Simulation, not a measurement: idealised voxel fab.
A process module follows: voxel gate over fins.
Displayed cross-section: cut, width of 240 nm, square cells sized 5 nm.
Cross-section = grid of square cells, listed top down in bands; band = one or more rows. First you get the band's top height and its bottom height, in nm, and then the materials it's made of, left to right, with each width in nm. If you see a single material with "edge to edge", that one covers the band edge to edge. "blank" is empty space. Basically, 0 is our baseline, since under it the wafer straight out of the box is all one material. The bottom band has no lower end and keeps on going down, so it looks like "0 -> down". Note: "30..40" means the width goes from the first number (top row of the band) to the second number (bottom row) in equal steps per row of cells. Given "changes: none" for a step, no cell of the cross-section differs between before and after that step. Listed in "Enclosed void catalog": every empty space of 8 or more cells without an open way to the top. Form: width x height at distance, the distance being from the left edge, all in nm. That trailing text on a step's line, after the settings, is the simulator's own remark on the step. Among the settings permitted on a step's line is "overlay nm"; applied to a step with a mask, it specifies the extent to which the mask lay to the right of its planned position, whereas a negative figure signifies a position to the left.
# The planned process steps are enumerated hereunder
1. RECEIVE,material Si
2. CONFORMAL_DEP,material SiN,thk nm 5
3. PATTERN,tone cover,mask id FINS,material resist,width nm 15,pitch nm 60,thk nm 20,overlay nm 0
4. DIRECTIONAL_ETCH,etch materials SiN,depth nm 5
5. DIRECTIONAL_ETCH,etch materials Si,depth nm 40
6. STRIP,etch materials resist
7. FILL_DEP,material SiO2,thk nm 10
8. CMP,height nm 5
9. MASKED_ETCH,tone open,mask id RAIL,width nm 15,etch materials SiO2,depth nm 40,overlay nm 0
10. CONFORMAL_DEP,material TiN,thk nm 5
11. FILL_DEP,material W,thk nm 10
12. CMP,height nm 5
13. SELECTIVE_ETCH,etch materials W Ru TiN,depth nm 30
14. FILL_DEP,material SiO2,thk nm 5
15. CMP,height nm 5
16. SELECTIVE_ETCH,etch materials SiO2,depth nm 20
17. STRIP,etch materials SiN
18. CONFORMAL_DEP,material HfO2,thk nm 5
19. CONFORMAL_DEP,material TiN,thk nm 5
20. FILL_DEP,material W,thk nm 10
21. CMP,height nm 15
22. CONFORMAL_DEP,material SiN,thk nm 10
# as received, after step 1
- 0 -> down = Si edge to edge
- Enclosed void catalog: none
# Cross-sectional result after module completion. Note: starting condition and plan are unchanged from above; one processing mistake was made
- 25 -> 15 = SiN edge to edge
- 15 -> 10 = W edge to edge
- 10 -> 5 = 10 of W / 35 of HfO2 / 25 of W / 35 of HfO2 / 25 of W / 35 of HfO2 / 25 of W / 35 of HfO2 / 15 of W
- 5 -> 0 = 10 of W / 5 of HfO2 / 25 of TiN / 5 of HfO2 / 25 of W / 5 of HfO2 / 25 of TiN / 5 of HfO2 / 25 of W / 5 of HfO2 / 25 of TiN / 5 of HfO2 / 25 of W / 5 of HfO2 / 25 of TiN / 5 of HfO2 / 15 of W
- 0 -> -5 = 10 of W / 5 of HfO2 / 5 of TiN / 15 of Si / 5 of TiN / 5 of HfO2 / 25 of W / 5 of HfO2 / 5 of TiN / 15 of Si / 5 of TiN / 5 of HfO2 / 25 of W / 5 of HfO2 / 5 of TiN / 15 of Si / 5 of TiN / 5 of HfO2 / 25 of W / 5 of HfO2 / 5 of TiN / 15 of Si / 5 of TiN / 5 of HfO2 / 15 of W
- -5 -> -10 = 15 of HfO2 / 5 of TiN / 15 of Si / 5 of TiN / 35 of HfO2 / 5 of TiN / 15 of Si / 5 of TiN / 35 of HfO2 / 5 of TiN / 15 of Si / 5 of TiN / 35 of HfO2 / 5 of TiN / 15 of Si / 5 of TiN / 20 of HfO2
- -10 -> -15 = 20 of TiN / 15 of Si / 45 of TiN / 15 of Si / 45 of TiN / 15 of Si / 45 of TiN / 15 of Si / 25 of TiN
- -15 -> -25 = 20 of SiO2 / 15 of Si / 45 of SiO2 / 15 of Si / 45 of SiO2 / 15 of Si / 45 of SiO2 / 15 of Si / 25 of SiO2
- -25 -> -30 = 20 of SiO2 / 15 of Si / 15 of SiO2 / 5 of TiN / 5 of W / 5 of TiN / 15 of SiO2 / 15 of Si / 45 of SiO2 / 15 of Si / 45 of SiO2 / 15 of Si / 25 of SiO2
- -30 -> -35 = 20 of SiO2 / 15 of Si / 15 of SiO2 / 15 of TiN / 15 of SiO2 / 15 of Si / 45 of SiO2 / 15 of Si / 45 of SiO2 / 15 of Si / 25 of SiO2
- -35 -> -40 = 20 of SiO2 / 15 of Si / 45 of SiO2 / 15 of Si / 45 of SiO2 / 15 of Si / 45 of SiO2 / 15 of Si / 25 of SiO2
- -40 -> down = Si edge to edge
- Enclosed void catalog: none
Processing error: sequence error: steps 18 and 19 interchanged
